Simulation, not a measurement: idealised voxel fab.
Proc. module: voxel capacitor over wiring
For reference, the cross-section in this document is cut, with width 260 nm and square cells of 5 nm.
In this document a cross-section is written as a grid of square cells. It is given as a series of bands, listed from the top down, and a band is one or more rows of cells.
For a band, the entry starts with two heights in nm, that of the top and then that of the bottom, and carries on with the band's materials in order from left to right, each alongside its width in nm; the word "all across" beside a single material means it fills the band edge to edge, and "blank" means empty space.
Heights are reckoned from 0. Under this level, the received wafer is all of one material. The bottommost band is open-ended downward, for example "z 0 and below".
A two-number width, for instance "30..40", indicates that the width is equal to the first number in the top row of the band and to the second number in the bottom row, and that it changes by a constant amount per row of cells.
Step marked "all unchanged"? Then no cell in the cross-section changed in it.
If an empty space has no open way to the top and is at least 8 cells in size, "Closed internal voids" lists it, written width x height at distance, where distance is measured from the left edge and every value is in nm.
after a step's settings: what the simulator itself notes on the step
overlay nm: where the mask lay relative to plan, measured to the right, on steps with a mask; negatives go left.
Planned process steps:
1: RECEIVE (material Si)
2: CONFORMAL_DEP (material SiO2; thk nm 10)
3: DIRECTIONAL_DEP (material TiN; thk nm 5)
4: DIRECTIONAL_DEP (material W; thk nm 15)
5: MASKED_ETCH (tone cover; mask id METAL_1; width nm 30; pitch nm 100; etch materials W; depth nm 15; overlay nm 0)
6: MASKED_ETCH (tone cover; mask id METAL_1; width nm 30; pitch nm 100; etch materials TiN; depth nm 5; overlay nm 0)
7: CONFORMAL_DEP (material SiN; thk nm 5)
8: FILL_DEP (material lowk; thk nm 10)
9: CMP (height nm 30)
10: CONFORMAL_DEP (material SiCN; thk nm 5)
11: DIRECTIONAL_DEP (material lowk; thk nm 15)
12: MASKED_ETCH (tone open; mask id PLUG_1; width nm 15; etch materials lowk; depth nm 15; overlay nm 0)
13: MASKED_ETCH (tone open; mask id PLUG_1; width nm 15; etch materials SiCN; depth nm 5; overlay nm 0)
14: EPI (material Ru; thk nm 10)
15: EPI (material Ru; thk nm 10)
16: DIRECTIONAL_DEP (material TiN; thk nm 5)
17: DIRECTIONAL_DEP (material HfO2; thk nm 5)
18: DIRECTIONAL_DEP (material TiN; thk nm 10)
19: DIRECTIONAL_DEP (material aC; thk nm 15)
20: PATTERN (tone cover; mask id UPPER_PLATE; material resist; width nm 75; thk nm 35; overlay nm 0)
21: DIRECTIONAL_ETCH (etch materials aC; depth nm 15)
22: STRIP (etch materials resist)
23: DIRECTIONAL_ETCH (etch materials TiN; depth nm 10)
24: DIRECTIONAL_ETCH (etch materials HfO2; depth nm 5)
25: STRIP (etch materials aC)
26: DIRECTIONAL_DEP (material aC; thk nm 15)
27: PATTERN (tone cover; mask id LOWER_PLATE; material resist; width nm 85; thk nm 30; overlay nm 0)
28: DIRECTIONAL_ETCH (etch materials aC; depth nm 15)
29: STRIP (etch materials resist)
30: DIRECTIONAL_ETCH (etch materials TiN; depth nm 5)
31: STRIP (etch materials aC)
32: FILL_DEP (material SiO2; thk nm 15)
33: CMP (height nm 80)
34: DIRECTIONAL_DEP (material aC; thk nm 10)
35: PATTERN (tone open; mask id PLUG_2; material resist; width nm 15; thk nm 25; overlay nm 0)
36: DIRECTIONAL_ETCH (etch materials aC; depth nm 10)
37: STRIP (etch materials resist)
38: DIRECTIONAL_ETCH (etch materials SiO2; depth nm 10)
39: STRIP (etch materials aC)
40: CONFORMAL_DEP (material TiN; thk nm 5)
41: FILL_DEP (material Cu; thk nm 5)
42: CMP (height nm 80)
43: CONFORMAL_DEP (material SiN; thk nm 5)
Cross-section, incoming material, after step 1:
z 0 and below  Si all across
Closed internal voids: none
Module complete - cross-section of the first of two wafers, run according to plan:
z 85 to 80  SiN all across
z 80 to 75  SiO2 90 nm; TiN 5 nm; Cu 5 nm; TiN 5 nm; SiO2 155 nm
z 75 to 70  SiO2 90 nm; TiN 15 nm; SiO2 155 nm
z 70 to 60  SiO2 80 nm; TiN 75 nm; SiO2 105 nm
z 60 to 55  SiO2 80 nm; HfO2 75 nm; SiO2 105 nm
z 55 to 50  SiO2 75 nm; TiN 85 nm; SiO2 100 nm
z 50 to 35  lowk 80 nm; Ru 15 nm; lowk 165 nm
z 35 to 30  SiCN 80 nm; Ru 15 nm; SiCN 165 nm
z 30 to 15  lowk 60 nm; SiN 5 nm; W 30 nm; SiN 5 nm; lowk 60 nm; SiN 5 nm; W 30 nm; SiN 5 nm; lowk 60 nm
z 15 to 10  SiN 65 nm; TiN 30 nm; SiN 70 nm; TiN 30 nm; SiN 65 nm
z 10 to 0  SiO2 all across
z 0 and below  Si all across
Closed internal voids: none
So this is wafer number two of the two, cut at the end of the module - it started where the first did and had the same plan, we just got one thing wrong running it:
z 85 to 80  SiN all across
z 80 to 75  SiO2 90 nm; TiN 5 nm; Cu 5 nm; TiN 5 nm; SiO2 155 nm
z 75 to 70  SiO2 90 nm; TiN 15 nm; SiO2 155 nm
z 70 to 60  SiO2 85 nm; TiN 65 nm; SiO2 110 nm
z 60 to 55  SiO2 85 nm; HfO2 65 nm; SiO2 110 nm
z 55 to 50  SiO2 75 nm; TiN 85 nm; SiO2 100 nm
z 50 to 35  lowk 80 nm; Ru 15 nm; lowk 165 nm
z 35 to 30  SiCN 80 nm; Ru 15 nm; SiCN 165 nm
z 30 to 15  lowk 60 nm; SiN 5 nm; W 30 nm; SiN 5 nm; lowk 60 nm; SiN 5 nm; W 30 nm; SiN 5 nm; lowk 60 nm
z 15 to 10  SiN 65 nm; TiN 30 nm; SiN 70 nm; TiN 30 nm; SiN 65 nm
z 10 to 0  SiO2 all across
z 0 and below  Si all across
Closed internal voids: none
In executing the process, a mistake was made relative to the plan: heads up, step 20 didn't go per plan, it actually ran as PATTERN (tone cover; mask id UPPER_PLATE; material resist; width nm 65; thk nm 35; overlay nm 0)
It is noted that, at the conclusion of processing, the second wafer exhibits a higher or lower cell count for certain materials relative to the first: -2 HfO2; +6 SiO2; -4 TiN
